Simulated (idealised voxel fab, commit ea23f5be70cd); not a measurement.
Process module in this document: voxel self aligned contacts
The cross-section shown here is cut; it is 170 nm wide and divided into square cells measuring 5 nm on a side.
For the purposes of this document, a cross-section shall be understood as a grid of square cells, specified as bands listed in top-to-bottom order, each band consisting of one or more rows of cells.
Read a band's entry like this: the first values are the height of its top and the height of its bottom in nm, and what follows is the sequence of materials from left to right, each with its width in nm. Note that "air" is empty space, and that a single material marked "full width" reaches across the band from edge to edge.
Ref level 0: as-received wafer is one material below here. Bottom band extends down with no lower bound ("0 nm and below").
It should be noted that a width expressed as "30..40" varies in equal increments from row to row of cells within the band, taking the value of the first number at the top row and that of the second number at the bottom row.
No cell of the cross-section changed in a step that is given as "all unchanged".
Empty spaces without an open route to the top, at least 8 cells in extent, make up the entry "Enclosed void inventory"; each is given as width x height at distance, where the distance is measured from the left edge, and all are in nm.
Read whatever lies past the settings on a step's line as the simulator's own remark about the step.
Steps that use a mask can have "overlay nm" on their line. It says how far the mask sat to the right of where it was meant to be. Negative means to the left.
[Intended process steps]
1. RECEIVE [material Si]
2. CONFORMAL_DEP [material SiO2] [thk nm 5]
3. DIRECTIONAL_DEP [material polySi] [thk nm 30]
4. DIRECTIONAL_DEP [material SiN] [thk nm 15]
5. MASKED_ETCH [tone cover] [mask id GATE] [width nm 25] [pitch nm 50] [etch materials SiN] [depth nm 15] [overlay nm 0]
6. MASKED_ETCH [tone cover] [mask id GATE] [width nm 25] [pitch nm 50] [etch materials polySi] [depth nm 30] [overlay nm 0]
7. CONFORMAL_DEP [material SiN] [thk nm 5]
8. DIRECTIONAL_ETCH [etch materials SiN] [depth nm 5]
9. FILL_DEP [material SiO2] [thk nm 15]
10. CMP [height nm 60]
11. DIRECTIONAL_DEP [material aC] [thk nm 10]
12. PATTERN [tone open] [mask id CONTACT] [material resist] [width nm 35] [pitch nm 50] [thk nm 30] [overlay nm 0]
13. DIRECTIONAL_ETCH [etch materials aC] [depth nm 10]
14. STRIP [etch materials resist]
15. DIRECTIONAL_ETCH [etch materials SiO2] [depth nm 60]
16. STRIP [etch materials aC]
17. CONFORMAL_DEP [material TiN] [thk nm 5]
18. FILL_DEP [material Ru] [thk nm 5]
19. CMP [height nm 60]
20. CONFORMAL_DEP [material SiCN] [thk nm 5]
[So this is the incoming wafer in cross-section - it's already been through step 1]
* 0 nm and below: Si full width
* Enclosed void inventory: none
[first wafer at the end, as planned]
* 65 nm to 60 nm: SiCN full width
* 60 nm to 50 nm: SiO2: 40  TiN: 5..15  Ru: 25..5  TiN: 5..15  SiO2: 15  TiN: 5..15  Ru: 25..5  TiN: 5..15  SiO2: 45
* 50 nm to 35 nm: SiO2: 15  SiN: 35  TiN: 5  Ru: 5  TiN: 5  SiN: 35  TiN: 5  Ru: 5  TiN: 5  SiN: 35  SiO2: 20
* 35 nm to 5 nm: SiO2: 15  SiN: 5  polySi: 25  SiN: 5  TiN: 5  Ru: 5  TiN: 5  SiN: 5  polySi: 25  SiN: 5  TiN: 5  Ru: 5  TiN: 5  SiN: 5  polySi: 25  SiN: 5  SiO2: 20
* 5 nm to 0 nm: SiO2: 50  TiN: 15  SiO2: 35  TiN: 15  SiO2: 55
* 0 nm and below: Si full width
* Enclosed void inventory: none
[Cross-section, second wafer: same start as the first, same plan as the first, one mistake in running it; taken at the end of the module]
* 65 nm to 60 nm: SiCN full width
* 60 nm to 55 nm: Ru: 35  TiN: 5  SiO2: 35  TiN: 5  Ru: 5  TiN: 5  SiO2: 35  TiN: 5  Ru: 40
* 55 nm to 50 nm: Ru: 10  TiN: 30  SiO2: 35  TiN: 15  SiO2: 35  TiN: 30  Ru: 15
* 50 nm to 35 nm: Ru: 10  TiN: 5  SiN: 35  SiO2: 15  SiN: 35  SiO2: 15  SiN: 35  TiN: 5  Ru: 15
* 35 nm to 5 nm: Ru: 10  TiN: 5  SiN: 5  polySi: 25  SiN: 5  SiO2: 15  SiN: 5  polySi: 25  SiN: 5  SiO2: 15  SiN: 5  polySi: 25  SiN: 5  TiN: 5  Ru: 15
* 5 nm to 0 nm: TiN: 15  SiO2: 135  TiN: 20
* 0 nm and below: Si full width
* Enclosed void inventory: none
Heads up, the wafer didn't run the way we planned it: step 12: run off-plan, actual operation and settings PATTERN [tone cover] [mask id CONTACT] [material resist] [width nm 35] [pitch nm 50] [thk nm 30] [overlay nm 0]
At the finish, the second wafer shows more or fewer cells for some materials than the first does: Ru: 36 more | SiO2: 22 fewer | TiN: 14 fewer
